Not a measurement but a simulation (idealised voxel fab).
This section sets out a process module, namely voxel spacer lines.
The width of the displayed cross-section, cut, is 255 nm; its cells are square, with a size of 5 nm.
For the purposes of this document, a cross-section shall be understood as a grid of square cells, specified as bands listed in top-to-bottom order, each band consisting of one or more rows of cells. Read a band's entry like this: the first values are the height of its top and the height of its bottom in nm, and what follows is the sequence of materials from left to right, each with its width in nm. Note that "empty" is empty space, and that a single material marked "edge to edge" reaches across the band from edge to edge. Counting heights begins at 0, where everything beneath is, in the wafer as received, one material. The lowest band has no bottom; it goes on downwards, as "0 and below" shows. A width given as "30->40" starts at the first number in the band's top row and ends at the second number in its bottom row, shifting by an equal amount at every step from row to row. It should be understood that the words "all unchanged", when stated for a given step, signify that the cross-section underwent no change in any of its cells during that step. Basically, "Enclosed voids" tells you about the enclosed voids: empty spaces with no open way to the top, 8 cells or bigger, each written width x height at distance, where distance is from the left edge, all in nm. Past the settings on a step's line: simulator remark, on that step. You can add "overlay nm" to a step's line. For a step with a mask, it describes how far the mask lay to the right of its planned position, and a negative number describes a lay to the left.
# The following list gives the planned process steps
1. RECEIVE [material Si]
2. CONFORMAL_DEP [material Al2O3] [thk nm 5]
3. DIRECTIONAL_DEP [material SiN] [thk nm 10]
4. DIRECTIONAL_DEP [material aC] [thk nm 25]
5. PATTERN [tone cover] [mask id MANDREL] [material resist] [width nm 20] [pitch nm 60] [thk nm 35] [overlay nm 0]
6. DIRECTIONAL_ETCH [etch materials aC] [depth nm 25]
7. STRIP [etch materials resist]
8. CONFORMAL_DEP [material SiO2] [thk nm 10]
9. DIRECTIONAL_ETCH [etch materials SiO2] [depth nm 10]
10. STRIP [etch materials aC]
11. DIRECTIONAL_ETCH [etch materials SiN] [depth nm 10]
12. STRIP [etch materials SiO2]
13. FILL_DEP [material SiO2] [thk nm 10]
14. CMP [height nm 15]
# First out of two wafers; run went to plan
# Cross-section: wafer on arrival = after step 1
	0 and below = Si edge to edge
	Enclosed voids: none
# Cross-section through the wafer, step 2 finished
	5 down to 0 = Al2O3 edge to edge
	No changes below 0.
# Cross-section through the wafer, step 3 finished
	15 down to 5 = SiN edge to edge
	No changes below 5.
# Cross-section through the wafer, step 4 finished
	40 down to 15 = aC edge to edge
	No changes below 15.
# Cross-section through the wafer, step 5 finished
	75 down to 40 = empty=55  resist=20  empty=40  resist=20  empty=40  resist=20  empty=60
	No changes below 40.
# Cross-section through the wafer, step 6 finished
	50 down to 40 = empty=55  resist=20  empty=40  resist=20  empty=40  resist=20  empty=60
	40 down to 15 = empty=55  aC=20  empty=40  aC=20  empty=40  aC=20  empty=60
	No changes below 15.
# Cross-section through the wafer, step 7 finished
	40 down to 15 = empty=55  aC=20  empty=40  aC=20  empty=40  aC=20  empty=60
	No changes below 15.
# Cross-section through the wafer, step 8 finished
	50 down to 40 = empty=45  SiO2=40  empty=20  SiO2=40  empty=20  SiO2=40  empty=50
	40 down to 25 = empty=45  SiO2=10  aC=20  SiO2=10  empty=20  SiO2=10  aC=20  SiO2=10  empty=20  SiO2=10  aC=20  SiO2=10  empty=50
	25 down to 15 = SiO2=55  aC=20  SiO2=40  aC=20  SiO2=40  aC=20  SiO2=60
	No changes below 15.
# Cross-section through the wafer, step 9 finished
	40 down to 15 = empty=45  SiO2=10  aC=20  SiO2=10  empty=20  SiO2=10  aC=20  SiO2=10  empty=20  SiO2=10  aC=20  SiO2=10  empty=50
	No changes below 15.
# Cross-section through the wafer, step 10 finished
	40 down to 15 = empty=45  SiO2=10  empty=20  SiO2=10  empty=20  SiO2=10  empty=20  SiO2=10  empty=20  SiO2=10  empty=20  SiO2=10  empty=50
	No changes below 15.
# Cross-section through the wafer, step 11 finished
	40 down to 15 = empty=45  SiO2=10  empty=20  SiO2=10  empty=20  SiO2=10  empty=20  SiO2=10  empty=20  SiO2=10  empty=20  SiO2=10  empty=50
	15 down to 5 = empty=45  SiN=10  empty=20  SiN=10  empty=20  SiN=10  empty=20  SiN=10  empty=20  SiN=10  empty=20  SiN=10  empty=50
	No changes below 5.
# Cross-section through the wafer, step 12 finished
	15 down to 5 = empty=45  SiN=10  empty=20  SiN=10  empty=20  SiN=10  empty=20  SiN=10  empty=20  SiN=10  empty=20  SiN=10  empty=50
	No changes below 5.
# Cross-section through the wafer, step 13 finished
	25 down to 15 = SiO2 edge to edge
	15 down to 5 = SiO2=45  SiN=10  SiO2=20  SiN=10  SiO2=20  SiN=10  SiO2=20  SiN=10  SiO2=20  SiN=10  SiO2=20  SiN=10  SiO2=50
	No changes below 5.
# Cross-section through the wafer, step 14 finished
	15 down to 5 = SiO2=45  SiN=10  SiO2=20  SiN=10  SiO2=20  SiN=10  SiO2=20  SiN=10  SiO2=20  SiN=10  SiO2=20  SiN=10  SiO2=50
	No changes below 5.
# Second of two: same start, same plan, one run error; steps up to and including 2 match the first
# What the second wafer looks like in cross-section when step 3 should have wrapped up
	30 down to 5 = aC edge to edge
	No changes below 5.
# What the second wafer looks like in cross-section when step 4 should have wrapped up
	40 down to 30 = SiN edge to edge
	No changes below 30.
# What the second wafer looks like in cross-section when step 5 should have wrapped up
	75 down to 40 = empty=55  resist=20  empty=40  resist=20  empty=40  resist=20  empty=60
	No changes below 40.
# What the second wafer looks like in cross-section when step 6 should have wrapped up
	50 down to 40 = empty=55  resist=20  empty=40  resist=20  empty=40  resist=20  empty=60
	No changes below 40.
# What the second wafer looks like in cross-section when step 7 should have wrapped up
	40 down to 30 = SiN edge to edge
	No changes below 30.
# What the second wafer looks like in cross-section when step 8 should have wrapped up
	50 down to 40 = SiO2 edge to edge
	No changes below 40.
# What the second wafer looks like in cross-section when step 9 should have wrapped up
	40 down to 30 = SiN edge to edge
	No changes below 30.
What the second wafer looks like in cross-section when step 10 should have wrapped up: all unchanged
# What the second wafer looks like in cross-section when step 11 should have wrapped up
	30 down to 5 = aC edge to edge
	No changes below 5.
What the second wafer looks like in cross-section when step 12 should have wrapped up: all unchanged
# What the second wafer looks like in cross-section when step 13 should have wrapped up
	40 down to 30 = SiO2 edge to edge
	No changes below 30.
# What the second wafer looks like in cross-section when step 14 should have wrapped up
	15 down to 5 = aC edge to edge
	No changes below 5.
Plan not followed: contrary to the plan, steps 3 and 4 were processed in exchanged order
In the final state, the cell counts of the second wafer exceed or fall short of those of the first for the following materials: -24 SiN | -78 SiO2 | +102 aC
